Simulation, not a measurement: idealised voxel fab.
process module | voxel wiring stack
cross-section cut | 180 nm wide | cells 5 nm
A cross-section is a grid of square cells, given in bands from the top down. A band is one or more rows of cells.
Each band's line starts with the height of the band's top and of its bottom, in nm. Then come its materials from left to right, each with its width in nm. One material with "throughout" fills the band from edge to edge. "air" is empty space.
Height 0 is the level under which the wafer as received is all one material. The lowest band goes on downwards, as in "0 down".
A width such as "30 to 40" changes by the same amount from each row of cells to the next, from the band's top row to its bottom row.
"no change" after a step means that no cell of the cross-section changed.
closed voids: empty space of 8 cells or more with no open way to the top, each as width x height at its distance from the left edge, in nm
after a step's settings: what the simulator itself notes on the step
overlay nm, on a step with a mask: how far to the right of its planned place the mask lay; to the left if negative
plan
1 op RECEIVE | material Si
2 op CONFORMAL_DEP | material SiO2 | thk nm 15
3 op CONFORMAL_DEP | material SiN | thk nm 5
4 op DIRECTIONAL_DEP | material SiO2 | thk nm 15
5 op DIRECTIONAL_DEP | material aC | thk nm 15
6 op PATTERN | tone open | mask id METAL_1 | material resist | width nm 25 | pitch nm 40 | thk nm 35 | overlay nm 0
7 op DIRECTIONAL_ETCH | etch materials aC | depth nm 15
8 op STRIP | etch materials resist
9 op DIRECTIONAL_ETCH | etch materials SiO2 | depth nm 15
10 op DIRECTIONAL_ETCH | etch materials SiN | depth nm 5
11 op STRIP | etch materials aC
12 op CONFORMAL_DEP | material TiN | thk nm 5
13 op FILL_DEP | material Cu | thk nm 5
14 op CMP | height nm 35
15 op EPI | material Ru | thk nm 5
16 op FILL_DEP | material SiCN | thk nm 5
17 op DIRECTIONAL_DEP | material SiO2 | thk nm 10
18 op PATTERN | tone open | mask id PLUG_1 | material resist | width nm 15 | pitch nm 40 | thk nm 15 | overlay nm 0
19 op DIRECTIONAL_ETCH | etch materials SiO2 | depth nm 10
20 op DIRECTIONAL_ETCH | etch materials SiCN | depth nm 5
21 op STRIP | etch materials resist
22 op CONFORMAL_DEP | material TiN | thk nm 5
23 op FILL_DEP | material Ru | thk nm 10
24 op CMP | height nm 55
25 op DIRECTIONAL_DEP | material TiN | thk nm 5
26 op DIRECTIONAL_DEP | material W | thk nm 15
27 op PATTERN | tone cover | mask id METAL_2 | material resist | width nm 25 | pitch nm 40 | thk nm 20 | overlay nm 0
28 op DIRECTIONAL_ETCH | etch materials W | depth nm 15
29 op DIRECTIONAL_ETCH | etch materials TiN | depth nm 5
30 op STRIP | etch materials resist
31 op CONFORMAL_DEP | material SiN | thk nm 5
32 op FILL_DEP | material lowk | thk nm 10
33 op CMP | height nm 75
34 op CONFORMAL_DEP | material SiCN | thk nm 5
35 op DIRECTIONAL_DEP | material SiO2 | thk nm 30
36 op DIRECTIONAL_DEP | material aC | thk nm 10
37 op PATTERN | tone open | mask id METAL_3_HOLES | material resist | width nm 15 | thk nm 30 | overlay nm 0
38 op DIRECTIONAL_ETCH | etch materials aC | depth nm 10
39 op STRIP | etch materials resist
40 op DIRECTIONAL_ETCH | etch materials SiO2 | depth nm 30
41 op STRIP | etch materials aC
42 op DIRECTIONAL_DEP | material aC | thk nm 15
43 op PATTERN | tone open | mask id METAL_3 | material resist | width nm 25 | pitch nm 40 | thk nm 30 | overlay nm 0
44 op DIRECTIONAL_ETCH | etch materials aC | depth nm 15
45 op STRIP | etch materials resist
46 op DIRECTIONAL_ETCH | etch materials SiO2 | depth nm 15
47 op DIRECTIONAL_ETCH | etch materials SiCN | depth nm 5
48 op STRIP | etch materials aC
49 op CONFORMAL_DEP | material TiN | thk nm 5
50 op FILL_DEP | material Cu | thk nm 5
51 op CMP | height nm 110
52 op CONFORMAL_DEP | material SiN | thk nm 5
as received, after step 1
  0 down: Si throughout
  closed voids: none
first wafer at the end, as planned
  115 to 110: SiN throughout
  110 to 100: SiO2 55 | TiN 5 | Cu 15 | TiN 5 | SiO2 15 | TiN 5 | Cu 15 | TiN 5 | SiO2 60
  100 to 95: SiO2 55 | TiN 5 | Cu 5 | TiN 15 | SiO2 15 | TiN 25 | SiO2 60
  95 to 80: SiO2 55 | TiN 5 | Cu 5 | TiN 5 | SiO2 110
  80 to 75: SiCN 55 | TiN 15 | SiCN 110
  75 to 60: lowk 50 | SiN 5 | W 25 | SiN 5 | lowk 5 | SiN 5 | W 25 | SiN 5 | lowk 55
  60 to 55: SiN 55 | TiN 25 | SiN 15 | TiN 25 | SiN 60
  55 to 45: SiO2 55 | TiN 5 | Ru 5 | TiN 5 | SiO2 25 | TiN 5 | Ru 5 | TiN 5 | SiO2 70
  45 to 40: SiCN 55 | TiN 15 | SiCN 25 | TiN 15 | SiCN 70
  40 to 35: SiCN 50 | Ru 35 | SiCN 5 | Ru 35 | SiCN 55
  35 to 20: SiO2 55 | TiN 5 | Cu 15 | TiN 5 | SiO2 15 | TiN 5 | Cu 15 | TiN 5 | SiO2 60
  20 to 15: SiN 55 | TiN 25 | SiN 15 | TiN 25 | SiN 60
  15 to 0: SiO2 throughout
  0 down: Si throughout
  closed voids: none
second wafer at the end: like start, like plan, one mistake
  115 to 110: SiN throughout
  110 to 100: SiO2 55 | TiN 5 | Cu 5 | TiN 5 | SiO2 110
  100 to 95: SiO2 55 | TiN 15 | SiO2 110
  95 to 80: SiO2 throughout
  80 to 75: SiCN throughout
  75 to 60: lowk 50 | SiN 5 | W 25 | SiN 5 | lowk 5 | SiN 5 | W 25 | SiN 5 | lowk 55
  60 to 55: SiN 55 | TiN 25 | SiN 15 | TiN 25 | SiN 60
  55 to 45: SiO2 55 | TiN 5 | Ru 5 | TiN 5 | SiO2 25 | TiN 5 | Ru 5 | TiN 5 | SiO2 70
  45 to 40: SiCN 55 | TiN 15 | SiCN 25 | TiN 15 | SiCN 70
  40 to 35: SiCN 50 | Ru 35 | SiCN 5 | Ru 35 | SiCN 55
  35 to 20: SiO2 55 | TiN 5 | Cu 15 | TiN 5 | SiO2 15 | TiN 5 | Cu 15 | TiN 5 | SiO2 60
  20 to 15: SiN 55 | TiN 25 | SiN 15 | TiN 25 | SiN 60
  15 to 0: SiO2 throughout
  0 down: Si throughout
  closed voids: none
what went wrong: step 35 was run twice
at the end the second wafer has, in cells: 14 fewer of Cu | 3 more of SiCN | 30 more of SiO2 | 19 fewer of TiN
